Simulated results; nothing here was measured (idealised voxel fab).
process module | voxel ribs on slabs
cross-section cut | 190 nm wide | cells 5 nm
A cross-section is a grid of square cells, given in bands from the top down. A band is one or more rows of cells.
Each band's line starts with the height of the band's top and of its bottom, in nm. Then come its materials from left to right, each with its width in nm. One material with "throughout" fills the band from edge to edge. "air" is empty space.
Height 0 is the level under which the wafer as received is all one material. The lowest band goes on downwards, as in "0 down".
A width such as "30 to 40" changes by the same amount from each row of cells to the next, from the band's top row to its bottom row.
"no change" after a step means that no cell of the cross-section changed.
closed voids: empty space of 8 cells or more with no open way to the top, each as width x height at its distance from the left edge, in nm
after a step's settings: what the simulator itself notes on the step
overlay nm, on a step with a mask: how far to the right of its planned place the mask lay; to the left if negative
plan
1 op RECEIVE | material Si
2 op DIRECTIONAL_DEP | material SiO2 | thk nm 25
3 op DIRECTIONAL_DEP | material polySi | thk nm 15
4 op DIRECTIONAL_DEP | material aC | thk nm 15
5 op PATTERN | tone cover | mask id RIB | material resist | width nm 30 | thk nm 30 | overlay nm 0
6 op DIRECTIONAL_ETCH | etch materials aC | depth nm 15
7 op STRIP | etch materials resist
8 op DIRECTIONAL_ETCH | etch materials polySi | depth nm 10
9 op STRIP | etch materials aC
10 op DIRECTIONAL_DEP | material aC | thk nm 10
11 op PATTERN | tone cover | mask id SLAB | material resist | width nm 60 | thk nm 25 | overlay nm 0
12 op DIRECTIONAL_ETCH | etch materials aC | depth nm 10
13 op STRIP | etch materials resist
14 op DIRECTIONAL_ETCH | etch materials polySi | depth nm 5
15 op STRIP | etch materials aC
16 op FILL_DEP | material SiO2 | thk nm 15
17 op CMP | height nm 50
18 op DIRECTIONAL_DEP | material TiN | thk nm 5
19 op DIRECTIONAL_DEP | material aC | thk nm 10
20 op PATTERN | tone cover | mask id HEATER | material resist | width nm 40 | thk nm 30 | overlay nm 0
21 op DIRECTIONAL_ETCH | etch materials aC | depth nm 10
22 op STRIP | etch materials resist
23 op DIRECTIONAL_ETCH | etch materials TiN | depth nm 5
24 op STRIP | etch materials aC
25 op CONFORMAL_DEP | material SiO2 | thk nm 5
first wafer, as planned
as received, after step 1
  0 down: Si throughout
  closed voids: none
after step 2
  25 to 0: SiO2 throughout
  below 0: unchanged
after step 3
  40 to 25: polySi throughout
  below 25: unchanged
after step 4
  55 to 40: aC throughout
  below 40: unchanged
after step 5
  85 to 55: air 80 | resist 30 | air 80
  below 55: unchanged
after step 6
  70 to 55: air 80 | resist 30 | air 80
  55 to 40: air 80 | aC 30 | air 80
  below 40: unchanged
after step 7
  55 to 40: air 80 | aC 30 | air 80
  below 40: unchanged
after step 8
  55 to 40: air 80 | aC 30 | air 80
  40 to 30: air 80 | polySi 30 | air 80
  below 30: unchanged
after step 9
  40 to 30: air 80 | polySi 30 | air 80
  below 30: unchanged
after step 10
  50 to 40: air 80 | aC 30 | air 80
  40 to 30: aC 80 | polySi 30 | aC 80
  below 30: unchanged
after step 11
  75 to 50: air 65 | resist 60 | air 65
  50 to 40: air 65 | resist 15 | aC 30 | resist 15 | air 65
  below 40: unchanged
after step 12
  65 to 50: air 65 | resist 60 | air 65
  50 to 40: air 65 | resist 15 | aC 30 | resist 15 | air 65
  40 to 30: air 65 | aC 15 | polySi 30 | aC 15 | air 65
  below 30: unchanged
after step 13
  50 to 40: air 80 | aC 30 | air 80
  below 40: unchanged
after step 14
  50 to 40: air 80 | aC 30 | air 80
  40 to 30: air 65 | aC 15 | polySi 30 | aC 15 | air 65
  30 to 25: air 65 | polySi 60 | air 65
  below 25: unchanged
after step 15
  40 to 30: air 80 | polySi 30 | air 80
  below 30: unchanged
after step 16
  55 to 40: SiO2 throughout
  40 to 30: SiO2 80 | polySi 30 | SiO2 80
  30 to 25: SiO2 65 | polySi 60 | SiO2 65
  below 25: unchanged
after step 17
  50 to 40: SiO2 throughout
  below 40: unchanged
after step 18
  55 to 50: TiN throughout
  below 50: unchanged
after step 19
  65 to 55: aC throughout
  below 55: unchanged
after step 20
  95 to 65: air 75 | resist 40 | air 75
  below 65: unchanged
after step 21
  85 to 65: air 75 | resist 40 | air 75
  65 to 55: air 75 | aC 40 | air 75
  below 55: unchanged
after step 22
  65 to 55: air 75 | aC 40 | air 75
  below 55: unchanged
after step 23
  65 to 55: air 75 | aC 40 | air 75
  55 to 50: air 75 | TiN 40 | air 75
  below 50: unchanged
after step 24
  55 to 50: air 75 | TiN 40 | air 75
  below 50: unchanged
after step 25
  60 to 55: air 70 | SiO2 50 | air 70
  55 to 50: SiO2 75 | TiN 40 | SiO2 75
  below 50: unchanged
second wafer: like start, like plan, one mistake. Through step 24 it matches the first wafer
when step 25 should have ended: no change
what went wrong: step 25 was left out
at the end the second wafer has, in cells: 40 fewer of SiO2
